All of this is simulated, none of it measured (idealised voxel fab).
process module | voxel ribs on slabs
cross-section cut | 175 nm wide | cells 5 nm
A cross-section is a grid of square cells, given in bands from the top down. A band is one or more rows of cells.
Each band's line starts with the height of the band's top and of its bottom, in nm. Then come its materials from left to right, each with its width in nm. One material with "throughout" fills the band from edge to edge. "air" is empty space.
Height 0 is the level under which the wafer as received is all one material. The lowest band goes on downwards, as in "0 down".
A width such as "30 to 40" changes by the same amount from each row of cells to the next, from the band's top row to its bottom row.
"no change" after a step means that no cell of the cross-section changed.
closed voids: empty space of 8 cells or more with no open way to the top, each as width x height at its distance from the left edge, in nm
after a step's settings: what the simulator itself notes on the step
overlay nm, on a step with a mask: how far to the right of its planned place the mask lay; to the left if negative
plan
1 op RECEIVE | material Si
2 op DIRECTIONAL_DEP | material SiO2 | thk nm 25
3 op DIRECTIONAL_DEP | material polySi | thk nm 15
4 op DIRECTIONAL_DEP | material aC | thk nm 10
5 op PATTERN | tone cover | mask id RIB | material resist | width nm 20 | thk nm 25 | overlay nm 0
6 op DIRECTIONAL_ETCH | etch materials aC | depth nm 10
7 op STRIP | etch materials resist
8 op DIRECTIONAL_ETCH | etch materials polySi | depth nm 10
9 op STRIP | etch materials aC
10 op PATTERN | tone cover | mask id SLAB | material resist | width nm 70 | thk nm 15 | overlay nm -15
11 op DIRECTIONAL_ETCH | etch materials polySi | depth nm 5
12 op STRIP | etch materials resist
13 op FILL_DEP | material SiO2 | thk nm 25
14 op CMP | height nm 60
15 op DIRECTIONAL_DEP | material TiN | thk nm 10
16 op DIRECTIONAL_DEP | material aC | thk nm 15
17 op PATTERN | tone cover | mask id HEATER | material resist | width nm 30 | thk nm 35 | overlay nm 0
18 op DIRECTIONAL_ETCH | etch materials aC | depth nm 15
19 op STRIP | etch materials resist
20 op DIRECTIONAL_ETCH | etch materials TiN | depth nm 10
21 op STRIP | etch materials aC
22 op CONFORMAL_DEP | material SiO2 | thk nm 5
varied across the wafers: overlay nm of step 10. The plan shows the first wafer's value. All wafers start alike
first wafer as received, after step 1
  0 down: Si throughout
  closed voids: none
each wafer at the end: cells of each material gained (+) or lost (-) since it was received, then its closed voids
overlay nm -15 | +437 SiO2 | +12 TiN | +22 polySi | closed voids: none
overlay nm -10 | +437 SiO2 | +12 TiN | +22 polySi | closed voids: none
overlay nm -5 | +437 SiO2 | +12 TiN | +22 polySi | closed voids: none
overlay nm 0 | +437 SiO2 | +12 TiN | +22 polySi | closed voids: none
overlay nm 5 | +437 SiO2 | +12 TiN | +22 polySi | closed voids: none
overlay nm 10 | +437 SiO2 | +12 TiN | +22 polySi | closed voids: none
overlay nm 15 | +437 SiO2 | +12 TiN | +22 polySi | closed voids: none
